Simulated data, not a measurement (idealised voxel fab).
Presented below is a process module, voxel local oxidation.
Shown is cross-section cut, with a width of 220 nm and square cells of size 5 nm.
How to read a cross-section here: the picture is a grid of square cells, written as bands going from the top down, and any band can span one or more rows of cells.
Per band: top height and bottom height in nm, followed by the left-to-right materials and their widths in nm; "everywhere" marks a single material spanning edge to edge, "air" marks empty space.
Convention: height 0 is the level below which the wafer, as received, is all one material. The lowest band does not terminate at the bottom but continues downward, represented as "0 -> down".
The width entry "30 to 40" should be interpreted row by row: the top row of cells in the band takes the first number, the bottom row takes the second number, and the change between adjacent rows is uniform throughout.
Where the words "no alteration" appear for a step, the cross-section shows no cell changed by that step; every cell remained as before.
The entry titled "Closed void catalog" provides the empty spaces that have no open way to the top, restricted to those of 8 cells or more. Each is presented as width x height at distance, the distance being measured from the left edge, with all three in nm.
Note: text after step settings on the step line = simulator remark on that step.
overlay nm: mask offset rightward from planned place, masked step; negative means leftward offset.
-- Steps planned for the process
1) op RECEIVE | material Si
2) op OXIDIZE | depth nm 5
3) op CONFORMAL_DEP | material SiN | thk nm 15
4) op PATTERN | tone cover | mask id ACTIVE | material resist | width nm 110 | thk nm 15 | overlay nm 0
5) op DIRECTIONAL_ETCH | etch materials SiN | depth nm 15
6) op STRIP | etch materials resist
7) op SELECTIVE_ETCH | etch materials SiO2 | depth nm 5
8) op OXIDIZE | depth nm 10
9) op STRIP | etch materials SiN
-- as received, after step 1
  0 -> down | Si everywhere
  Closed void catalog: none
-- Post-module cross-section: identical start and plan to those above, one misstep in execution
  10 -> -5 | SiO2 everywhere
  -5 -> down | Si everywhere
  Closed void catalog: none
Short version of what went wrong: not per plan at step 3, really ran op CONFORMAL_DEP | material SiO2 | thk nm 15
